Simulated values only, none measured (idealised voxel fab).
process module | voxel transistor to metal
We display cut, a cross-section 165 nm in width whose square cells are each 5 nm.
The cross-sections in this document take the form of a grid made of square cells. They are written out as bands, in order from top to bottom. Each band consists of one or more rows of cells.
Top height, bottom height, nm. Materials left to right, width each, nm. Single material + "edge to edge" = fills band edge to edge. "air" = empty.
Below 0: as-received wafer, all one material; heights counted from there. Lowest band: no bottom, goes on down, written "from 0 down".
Top row gets the first number, bottom row gets the second, and each row in between changes by the same step: that is how a band width like "30 to 40" works.
"no alterations made" after a step means that no cell of the cross-section changed.
Entry "Closed void register". Content: empty spaces with no open connection to the top, size 8 cells or greater. Each: width x height at distance. Distance: from left edge. Unit: nm.
The remark found on a step's line after its settings is issued by the simulator itself and pertains to that step.
overlay nm: on a step with a mask, how far right of its planned place the mask lay; negative means left.
**List of planned process steps**
- 1: RECEIVE, material Si
- 2: CONFORMAL_DEP, material SiO2, thk nm 5
- 3: CONFORMAL_DEP, material SiN, thk nm 10
- 4: MASKED_ETCH, tone cover, mask id ACTIVE, width nm 105, etch materials SiN, depth nm 10, overlay nm 0
- 5: MASKED_ETCH, tone cover, mask id ACTIVE, width nm 105, etch materials SiO2, depth nm 5, overlay nm 0
- 6: MASKED_ETCH, tone cover, mask id ACTIVE, width nm 105, etch materials Si, depth nm 30, overlay nm 0
- 7: FILL_DEP, material SiO2, thk nm 5
- 8: CMP, height nm 15
- 9: SELECTIVE_ETCH, etch materials SiO2, depth nm 10
- 10: STRIP, etch materials SiN
- 11: SELECTIVE_ETCH, etch materials SiO2, depth nm 5
- 12: OXIDIZE, depth nm 5
- 13: DIRECTIONAL_DEP, material polySi, thk nm 25
- 14: DIRECTIONAL_DEP, material SiCN, thk nm 15
- 15: PATTERN, tone cover, mask id GATE, material resist, width nm 15, thk nm 20, overlay nm 0
- 16: DIRECTIONAL_ETCH, etch materials SiCN, depth nm 25
- 17: DIRECTIONAL_ETCH, etch materials polySi, depth nm 35
- 18: STRIP, etch materials resist
- 19: CONFORMAL_DEP, material SiO2, thk nm 5
- 20: DIRECTIONAL_ETCH, etch materials SiO2, depth nm 5
- 21: CONFORMAL_DEP, material SiN, thk nm 5
- 22: DIRECTIONAL_ETCH, etch materials SiN, depth nm 5
- 23: DIRECTIONAL_ETCH, etch materials SiO2, depth nm 5
- 24: DIRECTIONAL_ETCH, etch materials Si, depth nm 10
- 25: EPI, material pSi, thk nm 15
- 26: FILL_DEP, material SiO2, thk nm 5
- 27: CMP, height nm 40
- 28: DIRECTIONAL_DEP, material SiO2, thk nm 10
- 29: DIRECTIONAL_DEP, material aC, thk nm 10
- 30: PATTERN, tone open, mask id CONTACT, material resist, width nm 30, pitch nm 55, thk nm 25, overlay nm 0
- 31: DIRECTIONAL_ETCH, etch materials aC, depth nm 10
- 32: STRIP, etch materials resist
- 33: DIRECTIONAL_ETCH, etch materials SiO2, depth nm 50
- 34: STRIP, etch materials aC
- 35: CONFORMAL_DEP, material TiN, thk nm 5
- 36: FILL_DEP, material W, thk nm 10
- 37: CMP, height nm 50
- 38: DIRECTIONAL_DEP, material TiN, thk nm 5
- 39: DIRECTIONAL_DEP, material W, thk nm 20
- 40: MASKED_ETCH, tone cover, mask id METAL_1, width nm 15, pitch nm 70, etch materials W, depth nm 20, overlay nm 0
- 41: MASKED_ETCH, tone cover, mask id METAL_1, width nm 15, pitch nm 70, etch materials TiN, depth nm 5, overlay nm 0
- 42: FILL_DEP, material lowk, thk nm 10
- 43: CMP, height nm 75
- 44: CONFORMAL_DEP, material SiCN, thk nm 5
- 45: DIRECTIONAL_DEP, material lowk, thk nm 25
- 46: MASKED_ETCH, tone open, mask id METAL_2, width nm 15, pitch nm 70, etch materials lowk, depth nm 15, overlay nm 0
- 47: MASKED_ETCH, tone open, mask id METAL_2_HOLES, width nm 15, pitch nm 70, etch materials lowk, depth nm 10, overlay nm 0
- 48: MASKED_ETCH, tone open, mask id METAL_2_HOLES, width nm 15, pitch nm 70, etch materials SiCN, depth nm 5, overlay nm 0
- 49: CONFORMAL_DEP, material TiN, thk nm 5
- 50: FILL_DEP, material Cu, thk nm 10
- 51: CMP, height nm 105
- 52: CONFORMAL_DEP, material SiCN, thk nm 5
**Below: the first of two wafers, run as planned**
**This is the cross-section of the wafer as we received it, i.e. after step 1**
> from 0 down: Si edge to edge
> Closed void register: none
**Cross-section of the wafer subsequent to step 2**
> from 5 to 0: SiO2 edge to edge
> Note: structure below 0 unchanged.
**Cross-section of the wafer subsequent to step 3**
> from 15 to 5: SiN edge to edge
> Note: structure below 5 unchanged.
**Cross-section of the wafer subsequent to step 4**
> from 15 to 5: 30 of air, 105 of SiN, 30 of air
> Note: structure below 5 unchanged.
**Cross-section of the wafer subsequent to step 5**
> from 15 to 5: 30 of air, 105 of SiN, 30 of air
> from 5 to 0: 30 of air, 105 of SiO2, 30 of air
> Note: structure below 0 unchanged.
**Cross-section of the wafer subsequent to step 6**
> from 15 to 5: 30 of air, 105 of SiN, 30 of air
> from 5 to 0: 30 of air, 105 of SiO2, 30 of air
> from 0 to -30: 30 of air, 105 of Si, 30 of air
> Note: structure below -30 unchanged.
**Cross-section of the wafer subsequent to step 7**
> from 20 to 15: SiO2 edge to edge
> from 15 to 5: 30 of SiO2, 105 of SiN, 30 of SiO2
> from 5 to 0: SiO2 edge to edge
> from 0 to -30: 30 of SiO2, 105 of Si, 30 of SiO2
> Note: structure below -30 unchanged.
**Cross-section of the wafer subsequent to step 8**
> from 15 to 5: 30 of SiO2, 105 of SiN, 30 of SiO2
> Note: structure below 5 unchanged.
**Cross-section of the wafer subsequent to step 9**
> from 15 to 5: 30 of air, 105 of SiN, 30 of air
> Note: structure below 5 unchanged.
**Cross-section of the wafer subsequent to step 10**
> from 5 to 0: SiO2 edge to edge
> Note: structure below 0 unchanged.
**Cross-section of the wafer subsequent to step 11**
> from 0 to -30: 30 of SiO2, 105 of Si, 30 of SiO2
> Note: structure below -30 unchanged.
**Cross-section of the wafer subsequent to step 12**
> from 0 to -5: SiO2 edge to edge
> Note: structure below -5 unchanged.
**Cross-section of the wafer subsequent to step 13**
> from 25 to 0: polySi edge to edge
> Note: structure below 0 unchanged.
**Cross-section of the wafer subsequent to step 14**
> from 40 to 25: SiCN edge to edge
> Note: structure below 25 unchanged.
**Cross-section of the wafer subsequent to step 15**
> from 60 to 40: 75 of air, 15 of resist, 75 of air
> Note: structure below 40 unchanged.
**Cross-section of the wafer subsequent to step 16**
> from 60 to 40: 75 of air, 15 of resist, 75 of air
> from 40 to 25: 75 of air, 15 of SiCN, 75 of air
> Note: structure below 25 unchanged.
**Cross-section of the wafer subsequent to step 17**
> from 60 to 40: 75 of air, 15 of resist, 75 of air
> from 40 to 25: 75 of air, 15 of SiCN, 75 of air
> from 25 to 0: 75 of air, 15 of polySi, 75 of air
> Note: structure below 0 unchanged.
**Cross-section of the wafer subsequent to step 18**
> from 40 to 25: 75 of air, 15 of SiCN, 75 of air
> Note: structure below 25 unchanged.
**Cross-section of the wafer subsequent to step 19**
> from 45 to 40: 70 of air, 25 of SiO2, 70 of air
> from 40 to 25: 70 of air, 5 of SiO2, 15 of SiCN, 5 of SiO2, 70 of air
> from 25 to 5: 70 of air, 5 of SiO2, 15 of polySi, 5 of SiO2, 70 of air
> from 5 to 0: 75 of SiO2, 15 of polySi, 75 of SiO2
> Note: structure below 0 unchanged.
**Cross-section of the wafer subsequent to step 20**
> from 40 to 25: 70 of air, 5 of SiO2, 15 of SiCN, 5 of SiO2, 70 of air
> from 25 to 0: 70 of air, 5 of SiO2, 15 of polySi, 5 of SiO2, 70 of air
> Note: structure below 0 unchanged.
**Cross-section of the wafer subsequent to step 21**
> from 45 to 40: 65 of air, 35 of SiN, 65 of air
> from 40 to 25: 65 of air, 5 of SiN, 5 of SiO2, 15 of SiCN, 5 of SiO2, 5 of SiN, 65 of air
> from 25 to 5: 65 of air, 5 of SiN, 5 of SiO2, 15 of polySi, 5 of SiO2, 5 of SiN, 65 of air
> from 5 to 0: 70 of SiN, 5 of SiO2, 15 of polySi, 5 of SiO2, 70 of SiN
> Note: structure below 0 unchanged.
**Cross-section of the wafer subsequent to step 22**
> from 40 to 25: 65 of air, 5 of SiN, 5 of SiO2, 15 of SiCN, 5 of SiO2, 5 of SiN, 65 of air
> from 25 to 0: 65 of air, 5 of SiN, 5 of SiO2, 15 of polySi, 5 of SiO2, 5 of SiN, 65 of air
> Note: structure below 0 unchanged.
**Cross-section of the wafer subsequent to step 23**
> from 40 to 35: 65 of air, 5 of SiN, 5 of air, 15 of SiCN, 5 of air, 5 of SiN, 65 of air
> from 35 to 25: 65 of air, 5 of SiN, 5 of SiO2, 15 of SiCN, 5 of SiO2, 5 of SiN, 65 of air
> from 25 to 0: 65 of air, 5 of SiN, 5 of SiO2, 15 of polySi, 5 of SiO2, 5 of SiN, 65 of air
> from 0 to -5: 65 of air, 35 of SiO2, 65 of air
> Note: structure below -5 unchanged.
**Cross-section of the wafer subsequent to step 24**
> from 40 to 35: 65 of air, 5 of SiN, 5 of air, 15 of SiCN, 5 of air, 5 of SiN, 65 of air
> from 35 to 25: 65 of air, 5 of SiN, 5 of SiO2, 15 of SiCN, 5 of SiO2, 5 of SiN, 65 of air
> from 25 to 0: 65 of air, 5 of SiN, 5 of SiO2, 15 of polySi, 5 of SiO2, 5 of SiN, 65 of air
> from 0 to -5: 65 of air, 35 of SiO2, 65 of air
> from -5 to -15: 30 of SiO2, 35 of air, 35 of Si, 35 of air, 30 of SiO2
> Note: structure below -15 unchanged.
**Cross-section of the wafer subsequent to step 25**
> from 40 to 35: 65 of air, 5 of SiN, 5 of air, 15 of SiCN, 5 of air, 5 of SiN, 65 of air
> from 35 to 25: 65 of air, 5 of SiN, 5 of SiO2, 15 of SiCN, 5 of SiO2, 5 of SiN, 65 of air
> from 25 to 10: 65 of air, 5 of SiN, 5 of SiO2, 15 of polySi, 5 of SiO2, 5 of SiN, 65 of air
> from 10 to 0: 50 of air, 15 of pSi, 5 of SiN, 5 of SiO2, 15 of polySi, 5 of SiO2, 5 of SiN, 15 of pSi, 50 of air
> from 0 to -5: 25 of air, 40 of pSi, 35 of SiO2, 40 of pSi, 25 of air
> from -5 to -15: 30 of SiO2, 35 of pSi, 35 of Si, 35 of pSi, 30 of SiO2
> Note: structure below -15 unchanged.
**Cross-section of the wafer subsequent to step 26**
> from 45 to 40: SiO2 edge to edge
> from 40 to 25: 65 of SiO2, 5 of SiN, 5 of SiO2, 15 of SiCN, 5 of SiO2, 5 of SiN, 65 of SiO2
> from 25 to 10: 65 of SiO2, 5 of SiN, 5 of SiO2, 15 of polySi, 5 of SiO2, 5 of SiN, 65 of SiO2
> from 10 to 0: 50 of SiO2, 15 of pSi, 5 of SiN, 5 of SiO2, 15 of polySi, 5 of SiO2, 5 of SiN, 15 of pSi, 50 of SiO2
> from 0 to -5: 25 of SiO2, 40 of pSi, 35 of SiO2, 40 of pSi, 25 of SiO2
> Note: structure below -5 unchanged.
**Cross-section of the wafer subsequent to step 27**
> from 40 to 25: 65 of SiO2, 5 of SiN, 5 of SiO2, 15 of SiCN, 5 of SiO2, 5 of SiN, 65 of SiO2
> Note: structure below 25 unchanged.
**Cross-section of the wafer subsequent to step 28**
> from 50 to 40: SiO2 edge to edge
> Note: structure below 40 unchanged.
**Cross-section of the wafer subsequent to step 29**
> from 60 to 50: aC edge to edge
> Note: structure below 50 unchanged.
**Cross-section of the wafer subsequent to step 30**
> from 85 to 60: 40 of resist, 30 of air, 25 of resist, 30 of air, 40 of resist
> Note: structure below 60 unchanged.
**Cross-section of the wafer subsequent to step 31**
> from 75 to 60: 40 of resist, 30 of air, 25 of resist, 30 of air, 40 of resist
> from 60 to 50: 40 of aC, 30 of air, 25 of aC, 30 of air, 40 of aC
> Note: structure below 50 unchanged.
**Cross-section of the wafer subsequent to step 32**
> from 60 to 50: 40 of aC, 30 of air, 25 of aC, 30 of air, 40 of aC
> Note: structure below 50 unchanged.
**Cross-section of the wafer subsequent to step 33**
> from 60 to 50: 40 of aC, 30 of air, 25 of aC, 30 of air, 40 of aC
> from 50 to 40: 40 of SiO2, 30 of air, 25 of SiO2, 30 of air, 40 of SiO2
> from 40 to 25: 40 of SiO2, 25 of air, 5 of SiN, 5 of SiO2, 15 of SiCN, 5 of SiO2, 5 of SiN, 25 of air, 40 of SiO2
> from 25 to 10: 40 of SiO2, 25 of air, 5 of SiN, 5 of SiO2, 15 of polySi, 5 of SiO2, 5 of SiN, 25 of air, 40 of SiO2
> from 10 to 0: 40 of SiO2, 10 of air, 15 of pSi, 5 of SiN, 5 of SiO2, 15 of polySi, 5 of SiO2, 5 of SiN, 15 of pSi, 10 of air, 40 of SiO2
> Note: structure below 0 unchanged.
**Cross-section of the wafer subsequent to step 34**
> from 50 to 40: 40 of SiO2, 30 of air, 25 of SiO2, 30 of air, 40 of SiO2
> Note: structure below 40 unchanged.
**Cross-section of the wafer subsequent to step 35**
> from 55 to 50: 45 of TiN, 20 of air, 35 of TiN, 20 of air, 45 of TiN
> from 50 to 40: 40 of SiO2, 5 of TiN, 20 to 15 of air, 5 to 10 of TiN, 25 of SiO2, 5 to 10 of TiN, 20 to 15 of air, 5 of TiN, 40 of SiO2
> from 40 to 25: 40 of SiO2, 5 of TiN, 15 of air, 5 of TiN, 5 of SiN, 5 of SiO2, 15 of SiCN, 5 of SiO2, 5 of SiN, 5 of TiN, 15 of air, 5 of TiN, 40 of SiO2
> from 25 to 15: 40 of SiO2, 5 of TiN, 15 of air, 5 of TiN, 5 of SiN, 5 of SiO2, 15 of polySi, 5 of SiO2, 5 of SiN, 5 of TiN, 15 of air, 5 of TiN, 40 of SiO2
> from 15 to 10: 40 of SiO2, 25 of TiN, 5 of SiN, 5 of SiO2, 15 of polySi, 5 of SiO2, 5 of SiN, 25 of TiN, 40 of SiO2
> from 10 to 0: 40 of SiO2, 10 of TiN, 15 of pSi, 5 of SiN, 5 of SiO2, 15 of polySi, 5 of SiO2, 5 of SiN, 15 of pSi, 10 of TiN, 40 of SiO2
> Note: structure below 0 unchanged.
**Cross-section of the wafer subsequent to step 36**
> from 65 to 55: W edge to edge
> from 55 to 50: 45 of TiN, 20 of W, 35 of TiN, 20 of W, 45 of TiN
> from 50 to 40: 40 of SiO2, 5 of TiN, 20 to 15 of W, 5 to 10 of TiN, 25 of SiO2, 5 to 10 of TiN, 20 to 15 of W, 5 of TiN, 40 of SiO2
> from 40 to 25: 40 of SiO2, 5 of TiN, 15 of W, 5 of TiN, 5 of SiN, 5 of SiO2, 15 of SiCN, 5 of SiO2, 5 of SiN, 5 of TiN, 15 of W, 5 of TiN, 40 of SiO2
> from 25 to 15: 40 of SiO2, 5 of TiN, 15 of W, 5 of TiN, 5 of SiN, 5 of SiO2, 15 of polySi, 5 of SiO2, 5 of SiN, 5 of TiN, 15 of W, 5 of TiN, 40 of SiO2
> Note: structure below 15 unchanged.
**Cross-section of the wafer subsequent to step 37**
> from 50 to 40: 40 of SiO2, 5 of TiN, 20 to 15 of W, 5 to 10 of TiN, 25 of SiO2, 5 to 10 of TiN, 20 to 15 of W, 5 of TiN, 40 of SiO2
> Note: structure below 40 unchanged.
**Cross-section of the wafer subsequent to step 38**
> from 55 to 50: TiN edge to edge
> Note: structure below 50 unchanged.
**Cross-section of the wafer subsequent to step 39**
> from 75 to 55: W edge to edge
> Note: structure below 55 unchanged.
**Cross-section of the wafer subsequent to step 40**
> from 75 to 55: 40 of air, 15 of W, 55 of air, 15 of W, 40 of air
> Note: structure below 55 unchanged.
**Cross-section of the wafer subsequent to step 41**
> from 75 to 55: 40 of air, 15 of W, 55 of air, 15 of W, 40 of air
> from 55 to 50: 40 of air, 15 of TiN, 55 of air, 15 of TiN, 40 of air
> Note: structure below 50 unchanged.
**Cross-section of the wafer subsequent to step 42**
> from 85 to 75: lowk edge to edge
> from 75 to 55: 40 of lowk, 15 of W, 55 of lowk, 15 of W, 40 of lowk
> from 55 to 50: 40 of lowk, 15 of TiN, 55 of lowk, 15 of TiN, 40 of lowk
> Note: structure below 50 unchanged.
**Cross-section of the wafer subsequent to step 43**
> from 75 to 55: 40 of lowk, 15 of W, 55 of lowk, 15 of W, 40 of lowk
> Note: structure below 55 unchanged.
**Cross-section of the wafer subsequent to step 44**
> from 80 to 75: SiCN edge to edge
> Note: structure below 75 unchanged.
**Cross-section of the wafer subsequent to step 45**
> from 105 to 80: lowk edge to edge
> Note: structure below 80 unchanged.
**Cross-section of the wafer subsequent to step 46**
> from 105 to 90: 40 of lowk, 15 of air, 55 of lowk, 15 of air, 40 of lowk
> Note: structure below 90 unchanged.
**Cross-section of the wafer subsequent to step 47**
> from 105 to 80: 40 of lowk, 15 of air, 55 of lowk, 15 of air, 40 of lowk
> Note: structure below 80 unchanged.
**Cross-section of the wafer subsequent to step 48**
> from 105 to 80: 40 of lowk, 15 of air, 55 of lowk, 15 of air, 40 of lowk
> from 80 to 75: 40 of SiCN, 15 of air, 55 of SiCN, 15 of air, 40 of SiCN
> Note: structure below 75 unchanged.
**Cross-section of the wafer subsequent to step 49**
> from 110 to 105: 45 of TiN, 5 of air, 65 of TiN, 5 of air, 45 of TiN
> from 105 to 80: 40 of lowk, 5 of TiN, 5 of air, 5 of TiN, 55 of lowk, 5 of TiN, 5 of air, 5 of TiN, 40 of lowk
> from 80 to 75: 40 of SiCN, 15 of TiN, 55 of SiCN, 15 of TiN, 40 of SiCN
> Note: structure below 75 unchanged.
**Cross-section of the wafer subsequent to step 50**
> from 120 to 110: Cu edge to edge
> from 110 to 105: 45 of TiN, 5 of Cu, 65 of TiN, 5 of Cu, 45 of TiN
> from 105 to 80: 40 of lowk, 5 of TiN, 5 of Cu, 5 of TiN, 55 of lowk, 5 of TiN, 5 of Cu, 5 of TiN, 40 of lowk
> Note: structure below 80 unchanged.
**Cross-section of the wafer subsequent to step 51**
> from 105 to 80: 40 of lowk, 5 of TiN, 5 of Cu, 5 of TiN, 55 of lowk, 5 of TiN, 5 of Cu, 5 of TiN, 40 of lowk
> Note: structure below 80 unchanged.
**Cross-section of the wafer subsequent to step 52**
> from 110 to 105: SiCN edge to edge
> Note: structure below 105 unchanged.
**Second wafer: same start and same plan as the first, one execution error; identical to the first through step 44**
**Cross-sectional view of the second wafer at the intended end time of process step 45**
> from 130 to 80: lowk edge to edge
> Note: structure below 80 unchanged.
**Cross-sectional view of the second wafer at the intended end time of process step 46**
> from 130 to 115: 40 of lowk, 15 of air, 55 of lowk, 15 of air, 40 of lowk
> Note: structure below 115 unchanged.
**Cross-sectional view of the second wafer at the intended end time of process step 47**
> from 130 to 105: 40 of lowk, 15 of air, 55 of lowk, 15 of air, 40 of lowk
> Note: structure below 105 unchanged.
Cross-sectional view of the second wafer at the intended end time of process step 48: no alterations made
**Cross-sectional view of the second wafer at the intended end time of process step 49**
> from 135 to 130: 45 of TiN, 5 of air, 65 of TiN, 5 of air, 45 of TiN
> from 130 to 110: 40 of lowk, 5 of TiN, 5 of air, 5 of TiN, 55 of lowk, 5 of TiN, 5 of air, 5 of TiN, 40 of lowk
> from 110 to 105: 40 of lowk, 15 of TiN, 55 of lowk, 15 of TiN, 40 of lowk
> Note: structure below 105 unchanged.
**Cross-sectional view of the second wafer at the intended end time of process step 50**
> from 145 to 135: Cu edge to edge
> from 135 to 130: 45 of TiN, 5 of Cu, 65 of TiN, 5 of Cu, 45 of TiN
> from 130 to 110: 40 of lowk, 5 of TiN, 5 of Cu, 5 of TiN, 55 of lowk, 5 of TiN, 5 of Cu, 5 of TiN, 40 of lowk
> Note: structure below 110 unchanged.
**Cross-sectional view of the second wafer at the intended end time of process step 51**
> from 105 to 80: lowk edge to edge
> Note: structure below 80 unchanged.
**Cross-sectional view of the second wafer at the intended end time of process step 52**
> from 110 to 105: SiCN edge to edge
> Note: structure below 105 unchanged.
It is concluded that the wafer was processed incorrectly with respect to the plan, in that plan step 45 was twice executed
Upon completion, the second wafer contains, in terms of cells, a greater or smaller amount of certain materials than the first wafer: Cu -10; SiCN +6; TiN -26; lowk +30
